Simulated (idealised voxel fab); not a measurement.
A process module follows: voxel spacer lines.
Shown is cross-section cut, with a width of 200 nm and square cells of size 5 nm.
Heads up, the way a cross-section reads in here is a grid of square cells, handed over as bands from the top down, with every band being one or more rows of cells.
Per band: top height and bottom height in nm, followed by the left-to-right materials and their widths in nm; "full width" marks a single material spanning edge to edge, "blank" marks empty space.
Basically, 0 is our baseline, since under it the wafer straight out of the box is all one material. The bottom band has no lower end and keeps on going down, so it looks like "z 0 and below".
A two-number width, for instance "30 to 40", indicates that the width is equal to the first number in the top row of the band and to the second number in the bottom row, and that it changes by a constant amount per row of cells.
"identical to before", as given for a step, is the statement that not any cell of the cross-section underwent a change during that step.
In "Fully sealed voids" the enclosed voids are listed, meaning empty spaces of 8 cells or larger without any opening to the top. The form is width x height at distance, distance from the left edge, units nm.
Heads up: the bit after the settings on a step's line is the simulator's remark on that step.
A step line may carry the setting "overlay nm", which, for steps involving a mask, states the distance by which the mask lay to the right of its intended position; negative values denote displacement to the left.
plan
step 1: RECEIVE (material Si)
step 2: CONFORMAL_DEP (material Al2O3; thk nm 5)
step 3: DIRECTIONAL_DEP (material W; thk nm 15)
step 4: DIRECTIONAL_DEP (material polySi; thk nm 25)
step 5: PATTERN (tone cover; mask id MANDREL; material resist; width nm 20; pitch nm 70; thk nm 35; overlay nm 0)
step 6: DIRECTIONAL_ETCH (etch materials polySi; depth nm 25)
step 7: STRIP (etch materials resist)
step 8: CONFORMAL_DEP (material SiN; thk nm 15)
step 9: DIRECTIONAL_ETCH (etch materials SiN; depth nm 15)
step 10: STRIP (etch materials polySi)
step 11: DIRECTIONAL_ETCH (etch materials W; depth nm 15)
step 12: STRIP (etch materials SiN)
step 13: FILL_DEP (material lowk; thk nm 5)
step 14: CMP (height nm 20)
First of two wafers, with the run carried out as planned
As-received state of the wafer in cross-section, equivalent to post-step 1
> z 0 and below: Si full width
> Fully sealed voids: none
The following cross-section depicts the wafer upon completion of step 2
> z 5 to 0: Al2O3 full width
> For the remainder of the cross-section, below 0, there is no change.
The following cross-section depicts the wafer upon completion of step 3
> z 20 to 5: W full width
> For the remainder of the cross-section, below 5, there is no change.
The following cross-section depicts the wafer upon completion of step 4
> z 45 to 20: polySi full width
> For the remainder of the cross-section, below 20, there is no change.
The following cross-section depicts the wafer upon completion of step 5
> z 80 to 45: blank=55 | resist=20 | blank=50 | resist=20 | blank=55
> For the remainder of the cross-section, below 45, there is no change.
The following cross-section depicts the wafer upon completion of step 6
> z 80 to 45: blank=55 | resist=20 | blank=50 | resist=20 | blank=55
> z 45 to 20: blank=55 | polySi=20 | blank=50 | polySi=20 | blank=55
> For the remainder of the cross-section, below 20, there is no change.
The following cross-section depicts the wafer upon completion of step 7
> z 45 to 20: blank=55 | polySi=20 | blank=50 | polySi=20 | blank=55
> For the remainder of the cross-section, below 20, there is no change.
The following cross-section depicts the wafer upon completion of step 8
> z 60 to 45: blank=40 | SiN=50 | blank=20 | SiN=50 | blank=40
> z 45 to 35: blank=40 | SiN=15 | polySi=20 | SiN=15 | blank=20 | SiN=15 | polySi=20 | SiN=15 | blank=40
> z 35 to 20: SiN=55 | polySi=20 | SiN=50 | polySi=20 | SiN=55
> For the remainder of the cross-section, below 20, there is no change.
The following cross-section depicts the wafer upon completion of step 9
> z 45 to 20: blank=40 | SiN=15 | polySi=20 | SiN=15 | blank=20 | SiN=15 | polySi=20 | SiN=15 | blank=40
> For the remainder of the cross-section, below 20, there is no change.
The following cross-section depicts the wafer upon completion of step 10
> z 45 to 20: blank=40 | SiN=15 | blank=20 | SiN=15 | blank=20 | SiN=15 | blank=20 | SiN=15 | blank=40
> For the remainder of the cross-section, below 20, there is no change.
The following cross-section depicts the wafer upon completion of step 11
> z 45 to 20: blank=40 | SiN=15 | blank=20 | SiN=15 | blank=20 | SiN=15 | blank=20 | SiN=15 | blank=40
> z 20 to 5: blank=40 | W=15 | blank=20 | W=15 | blank=20 | W=15 | blank=20 | W=15 | blank=40
> For the remainder of the cross-section, below 5, there is no change.
The following cross-section depicts the wafer upon completion of step 12
> z 20 to 5: blank=40 | W=15 | blank=20 | W=15 | blank=20 | W=15 | blank=20 | W=15 | blank=40
> For the remainder of the cross-section, below 5, there is no change.
The following cross-section depicts the wafer upon completion of step 13
> z 25 to 20: lowk full width
> z 20 to 5: lowk=40 | W=15 | lowk=20 | W=15 | lowk=20 | W=15 | lowk=20 | W=15 | lowk=40
> For the remainder of the cross-section, below 5, there is no change.
The following cross-section depicts the wafer upon completion of step 14
> z 20 to 5: lowk=40 | W=15 | lowk=20 | W=15 | lowk=20 | W=15 | lowk=20 | W=15 | lowk=40
> For the remainder of the cross-section, below 5, there is no change.
Here the second wafer is described. Its start and its plan were those of the first wafer. Its run contained one mistake. Up to and including step 1, it did exactly what the first wafer did
The second wafer cut through, at the time step 2 was supposed to be finished
> z 15 to 0: W full width
> For the remainder of the cross-section, below 0, there is no change.
The second wafer cut through, at the time step 3 was supposed to be finished
> z 20 to 15: Al2O3 full width
> For the remainder of the cross-section, below 15, there is no change.
The second wafer cut through, at the time step 4 was supposed to be finished
> z 45 to 20: polySi full width
> For the remainder of the cross-section, below 20, there is no change.
The second wafer cut through, at the time step 5 was supposed to be finished
> z 80 to 45: blank=55 | resist=20 | blank=50 | resist=20 | blank=55
> For the remainder of the cross-section, below 45, there is no change.
The second wafer cut through, at the time step 6 was supposed to be finished
> z 80 to 45: blank=55 | resist=20 | blank=50 | resist=20 | blank=55
> z 45 to 20: blank=55 | polySi=20 | blank=50 | polySi=20 | blank=55
> For the remainder of the cross-section, below 20, there is no change.
The second wafer cut through, at the time step 7 was supposed to be finished
> z 45 to 20: blank=55 | polySi=20 | blank=50 | polySi=20 | blank=55
> For the remainder of the cross-section, below 20, there is no change.
The second wafer cut through, at the time step 8 was supposed to be finished
> z 60 to 45: blank=40 | SiN=50 | blank=20 | SiN=50 | blank=40
> z 45 to 35: blank=40 | SiN=15 | polySi=20 | SiN=15 | blank=20 | SiN=15 | polySi=20 | SiN=15 | blank=40
> z 35 to 20: SiN=55 | polySi=20 | SiN=50 | polySi=20 | SiN=55
> For the remainder of the cross-section, below 20, there is no change.
The second wafer cut through, at the time step 9 was supposed to be finished
> z 45 to 20: blank=40 | SiN=15 | polySi=20 | SiN=15 | blank=20 | SiN=15 | polySi=20 | SiN=15 | blank=40
> For the remainder of the cross-section, below 20, there is no change.
The second wafer cut through, at the time step 10 was supposed to be finished
> z 45 to 20: blank=40 | SiN=15 | blank=20 | SiN=15 | blank=20 | SiN=15 | blank=20 | SiN=15 | blank=40
> For the remainder of the cross-section, below 20, there is no change.
The second wafer cut through, at the time step 11 was supposed to be finished: identical to before
The second wafer cut through, at the time step 12 was supposed to be finished
> z 20 to 15: Al2O3 full width
> For the remainder of the cross-section, below 15, there is no change.
The second wafer cut through, at the time step 13 was supposed to be finished
> z 25 to 20: lowk full width
> For the remainder of the cross-section, below 20, there is no change.
The second wafer cut through, at the time step 14 was supposed to be finished
> z 20 to 15: Al2O3 full width
> For the remainder of the cross-section, below 15, there is no change.
It is concluded that the wafer was processed incorrectly with respect to the plan, in that steps 2 and 3 run out of order (swapped)
Final tally in cells, some materials are higher or lower on the second wafer than on the first: 84 more of W | 84 fewer of lowk
